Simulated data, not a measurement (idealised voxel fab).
You're looking at the process module voxel capacitor over wiring.
This is section cut - it's 205 nm across, gridded in 5 nm square cells.
Think of the cross-section as a grid of square cells. We describe it in bands, top to bottom, and each band covers one or more rows of those cells. Within each band entry, the heights of the top and of the bottom of the band appear first, in that order and in nm; the materials of the band then follow from left to right, each with its corresponding width in nm. The designation "all across" on a single material indicates that it fills the band from edge to edge; the designation "empty" indicates empty space. The level at which height equals 0 is the one under which the wafer, as it arrives, is entirely one material. No lower edge exists for the bottom band, which continues downward and is notated as in "0..down". Width spec "30..40" -> top row of cells at first value, bottom row at second value, equal per-row change in between. Step marked "no change"? Then no cell in the cross-section changed in it. If an empty space has no open way to the top and is at least 8 cells in size, "Voids, enclosed" lists it, written width x height at distance, where distance is measured from the left edge and every value is in nm. Note: text after step settings on the step line = simulator remark on that step. overlay nm: mask offset rightward from planned place, masked step; negative means leftward offset.
Process steps - plan
- 1: RECEIVE | material Si
- 2: CONFORMAL_DEP | material SiO2 | thk nm 10
- 3: DIRECTIONAL_DEP | material TiN | thk nm 5
- 4: DIRECTIONAL_DEP | material Ru | thk nm 20
- 5: MASKED_ETCH | tone cover | mask id METAL_1 | width nm 25 | pitch nm 90 | etch materials Ru | depth nm 20 | overlay nm 0
- 6: MASKED_ETCH | tone cover | mask id METAL_1 | width nm 25 | pitch nm 90 | etch materials TiN | depth nm 5 | overlay nm 0
- 7: CONFORMAL_DEP | material SiN | thk nm 5
- 8: FILL_DEP | material SiO2 | thk nm 10
- 9: CMP | height nm 35
- 10: CONFORMAL_DEP | material SiCN | thk nm 5
- 11: DIRECTIONAL_DEP | material lowk | thk nm 20
- 12: DIRECTIONAL_DEP | material aC | thk nm 10
- 13: PATTERN | tone open | mask id PLUG_1 | material resist | width nm 15 | thk nm 30 | overlay nm 0
- 14: DIRECTIONAL_ETCH | etch materials aC | depth nm 10
- 15: STRIP | etch materials resist
- 16: DIRECTIONAL_ETCH | etch materials lowk | depth nm 20
- 17: DIRECTIONAL_ETCH | etch materials SiCN | depth nm 5
- 18: STRIP | etch materials aC
- 19: EPI | material Ru | thk nm 10
- 20: EPI | material Ru | thk nm 10
- 21: EPI | material Ru | thk nm 5
- 22: DIRECTIONAL_DEP | material TiN | thk nm 10
- 23: DIRECTIONAL_DEP | material SiN | thk nm 5
- 24: DIRECTIONAL_DEP | material TiN | thk nm 5
- 25: PATTERN | tone cover | mask id UPPER_PLATE | material resist | width nm 70 | thk nm 15 | overlay nm 0
- 26: DIRECTIONAL_ETCH | etch materials TiN | depth nm 5
- 27: DIRECTIONAL_ETCH | etch materials SiN | depth nm 5
- 28: STRIP | etch materials resist
- 29: DIRECTIONAL_DEP | material aC | thk nm 15
- 30: PATTERN | tone cover | mask id LOWER_PLATE | material resist | width nm 80 | thk nm 30 | overlay nm 0
- 31: DIRECTIONAL_ETCH | etch materials aC | depth nm 15
- 32: STRIP | etch materials resist
- 33: DIRECTIONAL_ETCH | etch materials TiN | depth nm 10
- 34: STRIP | etch materials aC
- 35: FILL_DEP | material SiO2 | thk nm 20
- 36: CMP | height nm 95
- 37: MASKED_ETCH | tone open | mask id PLUG_2 | width nm 15 | etch materials SiO2 | depth nm 15 | overlay nm 0
- 38: CONFORMAL_DEP | material TiN | thk nm 5
- 39: FILL_DEP | material W | thk nm 10
- 40: CMP | height nm 95
- 41: CONFORMAL_DEP | material SiN | thk nm 5
Below: the first of two wafers, run as planned
As-received state of the wafer in cross-section, equivalent to post-step 1
    0..down: Si all across
    Voids, enclosed: none
The wafer in cross-section once step 2 is complete
    10..0: SiO2 all across
    below 0: unchanged
The wafer in cross-section once step 3 is complete
    15..10: TiN all across
    below 10: unchanged
The wafer in cross-section once step 4 is complete
    35..15: Ru all across
    below 15: unchanged
The wafer in cross-section once step 5 is complete
    35..15: empty (45) | Ru (25) | empty (65) | Ru (25) | empty (45)
    below 15: unchanged
The wafer in cross-section once step 6 is complete
    35..15: empty (45) | Ru (25) | empty (65) | Ru (25) | empty (45)
    15..10: empty (45) | TiN (25) | empty (65) | TiN (25) | empty (45)
    below 10: unchanged
The wafer in cross-section once step 7 is complete
    40..35: empty (40) | SiN (35) | empty (55) | SiN (35) | empty (40)
    35..15: empty (40) | SiN (5) | Ru (25) | SiN (5) | empty (55) | SiN (5) | Ru (25) | SiN (5) | empty (40)
    15..10: SiN (45) | TiN (25) | SiN (65) | TiN (25) | SiN (45)
    below 10: unchanged
The wafer in cross-section once step 8 is complete
    50..40: SiO2 all across
    40..35: SiO2 (40) | SiN (35) | SiO2 (55) | SiN (35) | SiO2 (40)
    35..15: SiO2 (40) | SiN (5) | Ru (25) | SiN (5) | SiO2 (55) | SiN (5) | Ru (25) | SiN (5) | SiO2 (40)
    below 15: unchanged
The wafer in cross-section once step 9 is complete
    35..15: SiO2 (40) | SiN (5) | Ru (25) | SiN (5) | SiO2 (55) | SiN (5) | Ru (25) | SiN (5) | SiO2 (40)
    below 15: unchanged
The wafer in cross-section once step 10 is complete
    40..35: SiCN all across
    below 35: unchanged
The wafer in cross-section once step 11 is complete
    60..40: lowk all across
    below 40: unchanged
The wafer in cross-section once step 12 is complete
    70..60: aC all across
    below 60: unchanged
The wafer in cross-section once step 13 is complete
    100..70: resist (55) | empty (15) | resist (135)
    below 70: unchanged
The wafer in cross-section once step 14 is complete
    90..70: resist (55) | empty (15) | resist (135)
    70..60: aC (55) | empty (15) | aC (135)
    below 60: unchanged
The wafer in cross-section once step 15 is complete
    70..60: aC (55) | empty (15) | aC (135)
    below 60: unchanged
The wafer in cross-section once step 16 is complete
    70..60: aC (55) | empty (15) | aC (135)
    60..40: lowk (55) | empty (15) | lowk (135)
    below 40: unchanged
The wafer in cross-section once step 17 is complete
    70..60: aC (55) | empty (15) | aC (135)
    60..40: lowk (55) | empty (15) | lowk (135)
    40..35: SiCN (55) | empty (15) | SiCN (135)
    below 35: unchanged
The wafer in cross-section once step 18 is complete
    60..40: lowk (55) | empty (15) | lowk (135)
    below 40: unchanged
The wafer in cross-section once step 19 is complete
    60..45: lowk (55) | empty (15) | lowk (135)
    45..40: lowk (55) | Ru (15) | lowk (135)
    40..35: SiCN (55) | Ru (15) | SiCN (135)
    below 35: unchanged
The wafer in cross-section once step 20 is complete
    60..55: lowk (55) | empty (15) | lowk (135)
    55..40: lowk (55) | Ru (15) | lowk (135)
    below 40: unchanged
The wafer in cross-section once step 21 is complete
    60..40: lowk (55) | Ru (15) | lowk (135)
    below 40: unchanged
The wafer in cross-section once step 22 is complete
    70..60: TiN all across
    below 60: unchanged
The wafer in cross-section once step 23 is complete
    75..70: SiN all across
    below 70: unchanged
The wafer in cross-section once step 24 is complete
    80..75: TiN all across
    below 75: unchanged
The wafer in cross-section once step 25 is complete
    95..80: empty (55) | resist (70) | empty (80)
    below 80: unchanged
The wafer in cross-section once step 26 is complete
    95..80: empty (55) | resist (70) | empty (80)
    80..75: empty (55) | TiN (70) | empty (80)
    below 75: unchanged
The wafer in cross-section once step 27 is complete
    95..80: empty (55) | resist (70) | empty (80)
    80..75: empty (55) | TiN (70) | empty (80)
    75..70: empty (55) | SiN (70) | empty (80)
    below 70: unchanged
The wafer in cross-section once step 28 is complete
    80..75: empty (55) | TiN (70) | empty (80)
    below 75: unchanged
The wafer in cross-section once step 29 is complete
    95..85: empty (55) | aC (70) | empty (80)
    85..80: aC all across
    80..75: aC (55) | TiN (70) | aC (80)
    75..70: aC (55) | SiN (70) | aC (80)
    below 70: unchanged
The wafer in cross-section once step 30 is complete
    125..95: empty (50) | resist (80) | empty (75)
    95..85: empty (50) | resist (5) | aC (70) | resist (5) | empty (75)
    below 85: unchanged
The wafer in cross-section once step 31 is complete
    110..95: empty (50) | resist (80) | empty (75)
    95..85: empty (50) | resist (5) | aC (70) | resist (5) | empty (75)
    85..80: empty (50) | aC (80) | empty (75)
    80..75: empty (50) | aC (5) | TiN (70) | aC (5) | empty (75)
    75..70: empty (50) | aC (5) | SiN (70) | aC (5) | empty (75)
    below 70: unchanged
The wafer in cross-section once step 32 is complete
    95..85: empty (55) | aC (70) | empty (80)
    below 85: unchanged
The wafer in cross-section once step 33 is complete
    95..85: empty (55) | aC (70) | empty (80)
    85..80: empty (50) | aC (80) | empty (75)
    80..75: empty (50) | aC (5) | TiN (70) | aC (5) | empty (75)
    75..70: empty (50) | aC (5) | SiN (70) | aC (5) | empty (75)
    70..60: empty (50) | TiN (80) | empty (75)
    below 60: unchanged
The wafer in cross-section once step 34 is complete
    80..75: empty (55) | TiN (70) | empty (80)
    75..70: empty (55) | SiN (70) | empty (80)
    below 70: unchanged
The wafer in cross-section once step 35 is complete
    100..80: SiO2 all across
    80..75: SiO2 (55) | TiN (70) | SiO2 (80)
    75..70: SiO2 (55) | SiN (70) | SiO2 (80)
    70..60: SiO2 (50) | TiN (80) | SiO2 (75)
    below 60: unchanged
The wafer in cross-section once step 36 is complete
    95..80: SiO2 all across
    below 80: unchanged
The wafer in cross-section once step 37 is complete
    95..80: SiO2 (65) | empty (15) | SiO2 (125)
    below 80: unchanged
The wafer in cross-section once step 38 is complete
    100..95: TiN (70) | empty (5) | TiN (130)
    95..85: SiO2 (65) | TiN (5) | empty (5) | TiN (5) | SiO2 (125)
    85..75: SiO2 (65..55) | TiN (15..70) | SiO2 (125..80)
    below 75: unchanged
The wafer in cross-section once step 39 is complete
    110..100: W all across
    100..95: TiN (70) | W (5) | TiN (130)
    95..85: SiO2 (65) | TiN (5) | W (5) | TiN (5) | SiO2 (125)
    below 85: unchanged
The wafer in cross-section once step 40 is complete
    95..85: SiO2 (65) | TiN (5) | W (5) | TiN (5) | SiO2 (125)
    below 85: unchanged
The wafer in cross-section once step 41 is complete
    100..95: SiN all across
    below 95: unchanged
Notes, second wafer: start = first wafer's, plan = first wafer's, execution had one mistake; history identical to first through step 21
The second wafer in cross-section, at the planned close of step 22
    75..60: TiN all across
    below 60: unchanged
The second wafer in cross-section, at the planned close of step 23
    80..75: SiN all across
    below 75: unchanged
The second wafer in cross-section, at the planned close of step 24
    85..80: TiN all across
    below 80: unchanged
The second wafer in cross-section, at the planned close of step 25
    100..85: empty (55) | resist (70) | empty (80)
    below 85: unchanged
The second wafer in cross-section, at the planned close of step 26
    100..85: empty (55) | resist (70) | empty (80)
    85..80: empty (55) | TiN (70) | empty (80)
    below 80: unchanged
The second wafer in cross-section, at the planned close of step 27
    100..85: empty (55) | resist (70) | empty (80)
    85..80: empty (55) | TiN (70) | empty (80)
    80..75: empty (55) | SiN (70) | empty (80)
    below 75: unchanged
The second wafer in cross-section, at the planned close of step 28
    85..80: empty (55) | TiN (70) | empty (80)
    below 80: unchanged
The second wafer in cross-section, at the planned close of step 29
    100..90: empty (55) | aC (70) | empty (80)
    90..85: aC all across
    85..80: aC (55) | TiN (70) | aC (80)
    80..75: aC (55) | SiN (70) | aC (80)
    below 75: unchanged
The second wafer in cross-section, at the planned close of step 30
    130..100: empty (50) | resist (80) | empty (75)
    100..90: empty (50) | resist (5) | aC (70) | resist (5) | empty (75)
    below 90: unchanged
The second wafer in cross-section, at the planned close of step 31
    115..100: empty (50) | resist (80) | empty (75)
    100..90: empty (50) | resist (5) | aC (70) | resist (5) | empty (75)
    90..85: empty (50) | aC (80) | empty (75)
    85..80: empty (50) | aC (5) | TiN (70) | aC (5) | empty (75)
    80..75: empty (50) | aC (5) | SiN (70) | aC (5) | empty (75)
    below 75: unchanged
The second wafer in cross-section, at the planned close of step 32
    100..90: empty (55) | aC (70) | empty (80)
    below 90: unchanged
The second wafer in cross-section, at the planned close of step 33
    100..90: empty (55) | aC (70) | empty (80)
    90..85: empty (50) | aC (80) | empty (75)
    85..80: empty (50) | aC (5) | TiN (70) | aC (5) | empty (75)
    80..75: empty (50) | aC (5) | SiN (70) | aC (5) | empty (75)
    75..65: empty (50) | TiN (80) | empty (75)
    below 65: unchanged
The second wafer in cross-section, at the planned close of step 34
    85..80: empty (55) | TiN (70) | empty (80)
    80..75: empty (55) | SiN (70) | empty (80)
    below 75: unchanged
The second wafer in cross-section, at the planned close of step 35
    105..85: SiO2 all across
    85..80: SiO2 (55) | TiN (70) | SiO2 (80)
    80..75: SiO2 (55) | SiN (70) | SiO2 (80)
    75..65: SiO2 (50) | TiN (80) | SiO2 (75)
    below 65: unchanged
The second wafer in cross-section, at the planned close of step 36
    95..85: SiO2 all across
    below 85: unchanged
The second wafer in cross-section, at the planned close of step 37
    95..85: SiO2 (65) | empty (15) | SiO2 (125)
    below 85: unchanged
The second wafer in cross-section, at the planned close of step 38
    100..95: TiN (70) | empty (5) | TiN (130)
    95..90: SiO2 (65) | TiN (5) | empty (5) | TiN (5) | SiO2 (125)
    90..80: SiO2 (65..55) | TiN (15..70) | SiO2 (125..80)
    below 80: unchanged
The second wafer in cross-section, at the planned close of step 39
    110..100: W all across
    100..95: TiN (70) | W (5) | TiN (130)
    95..90: SiO2 (65) | TiN (5) | W (5) | TiN (5) | SiO2 (125)
    below 90: unchanged
The second wafer in cross-section, at the planned close of step 40
    95..90: SiO2 (65) | TiN (5) | W (5) | TiN (5) | SiO2 (125)
    below 90: unchanged
The second wafer in cross-section, at the planned close of step 41
    100..95: SiN all across
    below 95: unchanged
Run error: step 22 was not run as planned; what actually ran was DIRECTIONAL_DEP | material TiN | thk nm 15
The closing comparison, in cells, has the second wafer with more or fewer of some materials than the first: 38 fewer of SiO2, 39 more of TiN, 1 fewer of W
